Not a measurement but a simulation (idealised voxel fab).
The process module presented herein is designated voxel ribs on slabs.
In the cross-section labelled cut, the width is 155 nm and each square cell is 5 nm.
Cross-section format: a grid of square cells, given as bands from top to bottom; each band is one or more rows of cells.
Each band's line starts with the height of the band's top and of its bottom, in nm. Then come its materials from left to right, each with its width in nm. One material with "everywhere" fills the band from edge to edge. "empty" is empty space.
For the purposes of this specification, 0 denotes the height below which the wafer in its as-received condition is composed wholly of one material, and the lowermost band, lacking a lower limit, extends downward without end, as expressed in "0 down".
The expression "30 to 40" gives the width at the extremes of the band, the first number at its top row of cells and the second at its bottom row, with the width changing by equal amounts from each row to the next in between.
No cell of the cross-section changed in a step that is given as "nothing altered".
What "Unvented voids" gives you is every empty space of 8 cells or more that is cut off from the top. Each appears as width x height at distance, with the distance taken from the left edge and width, height and distance all in nm.
Heads up: the bit after the settings on a step's line is the simulator's remark on that step.
A step line may carry the setting "overlay nm", which, for steps involving a mask, states the distance by which the mask lay to the right of its intended position; negative values denote displacement to the left.

**The process steps that were planned are listed below**
- 1: RECEIVE [material Si]
- 2: DIRECTIONAL_DEP [material SiO2] [thk nm 25]
- 3: DIRECTIONAL_DEP [material SiN] [thk nm 15]
- 4: PATTERN [tone cover] [mask id RIB] [material resist] [width nm 15] [thk nm 15] [overlay nm 0]
- 5: DIRECTIONAL_ETCH [etch materials SiN] [depth nm 10]
- 6: STRIP [etch materials resist]
- 7: MASKED_ETCH [tone cover] [mask id SLAB] [width nm 65] [etch materials SiN] [depth nm 5] [overlay nm 0]
- 8: FILL_DEP [material SiO2] [thk nm 20]
- 9: CMP [height nm 55]
- 10: DIRECTIONAL_DEP [material W] [thk nm 10]
- 11: MASKED_ETCH [tone cover] [mask id HEATER] [width nm 25] [etch materials W] [depth nm 10] [overlay nm 0]
- 12: CONFORMAL_DEP [material SiO2] [thk nm 10]

**First out of two wafers; run went to plan**

**Cross-section, incoming material, after step 1**
  0 down | Si everywhere
  Unvented voids: none

**The wafer, seen in cross-section, after step 2**
  25 to 0 | SiO2 everywhere
  Heights below 0 show no change.

**The wafer, seen in cross-section, after step 3**
  40 to 25 | SiN everywhere
  Heights below 25 show no change.

**The wafer, seen in cross-section, after step 4**
  55 to 40 | 70 nm empty, then 15 nm resist, then 70 nm empty
  Heights below 40 show no change.

**The wafer, seen in cross-section, after step 5**
  55 to 40 | 70 nm empty, then 15 nm resist, then 70 nm empty
  40 to 30 | 70 nm empty, then 15 nm SiN, then 70 nm empty
  Heights below 30 show no change.

**The wafer, seen in cross-section, after step 6**
  40 to 30 | 70 nm empty, then 15 nm SiN, then 70 nm empty
  Heights below 30 show no change.

**The wafer, seen in cross-section, after step 7**
  40 to 30 | 70 nm empty, then 15 nm SiN, then 70 nm empty
  30 to 25 | 45 nm empty, then 65 nm SiN, then 45 nm empty
  Heights below 25 show no change.

**The wafer, seen in cross-section, after step 8**
  60 to 40 | SiO2 everywhere
  40 to 30 | 70 nm SiO2, then 15 nm SiN, then 70 nm SiO2
  30 to 25 | 45 nm SiO2, then 65 nm SiN, then 45 nm SiO2
  Heights below 25 show no change.

**The wafer, seen in cross-section, after step 9**
  55 to 40 | SiO2 everywhere
  Heights below 40 show no change.

**The wafer, seen in cross-section, after step 10**
  65 to 55 | W everywhere
  Heights below 55 show no change.

**The wafer, seen in cross-section, after step 11**
  65 to 55 | 65 nm empty, then 25 nm W, then 65 nm empty
  Heights below 55 show no change.

**The wafer, seen in cross-section, after step 12**
  75 to 65 | 55 nm empty, then 45 nm SiO2, then 55 nm empty
  65 to 55 | 65 nm SiO2, then 25 nm W, then 65 nm SiO2
  Heights below 55 show no change.

**Wafer two: like wafer one in start and plan, but with one mistake in execution; identical up to and including step 4**

**Planned end of step 5: second wafer, cross-section**
  55 to 40 | 70 nm empty, then 15 nm resist, then 70 nm empty
  40 to 35 | 70 nm empty, then 15 nm SiN, then 70 nm empty
  Heights below 35 show no change.

**Planned end of step 6: second wafer, cross-section**
  40 to 35 | 70 nm empty, then 15 nm SiN, then 70 nm empty
  Heights below 35 show no change.

**Planned end of step 7: second wafer, cross-section**
  40 to 30 | 70 to 45 nm empty, then 15 to 65 nm SiN, then 70 to 45 nm empty
  Heights below 30 show no change.

**Planned end of step 8: second wafer, cross-section**
  60 to 40 | SiO2 everywhere
  40 to 30 | 70 to 45 nm SiO2, then 15 to 65 nm SiN, then 70 to 45 nm SiO2
  Heights below 30 show no change.

**Planned end of step 9: second wafer, cross-section**
  55 to 40 | SiO2 everywhere
  Heights below 40 show no change.

**Planned end of step 10: second wafer, cross-section**
  65 to 55 | W everywhere
  Heights below 55 show no change.

**Planned end of step 11: second wafer, cross-section**
  65 to 55 | 65 nm empty, then 25 nm W, then 65 nm empty
  Heights below 55 show no change.

**Planned end of step 12: second wafer, cross-section**
  75 to 65 | 55 nm empty, then 45 nm SiO2, then 55 nm empty
  65 to 55 | 65 nm SiO2, then 25 nm W, then 65 nm SiO2
  Heights below 55 show no change.
The mistake made against the process plan was this: step 5 off recipe, ran as DIRECTIONAL_ETCH [etch materials SiN] [depth nm 5]
The closing comparison, in cells, has the second wafer with more or fewer of some materials than the first: SiN: 28 more | SiO2: 28 fewer
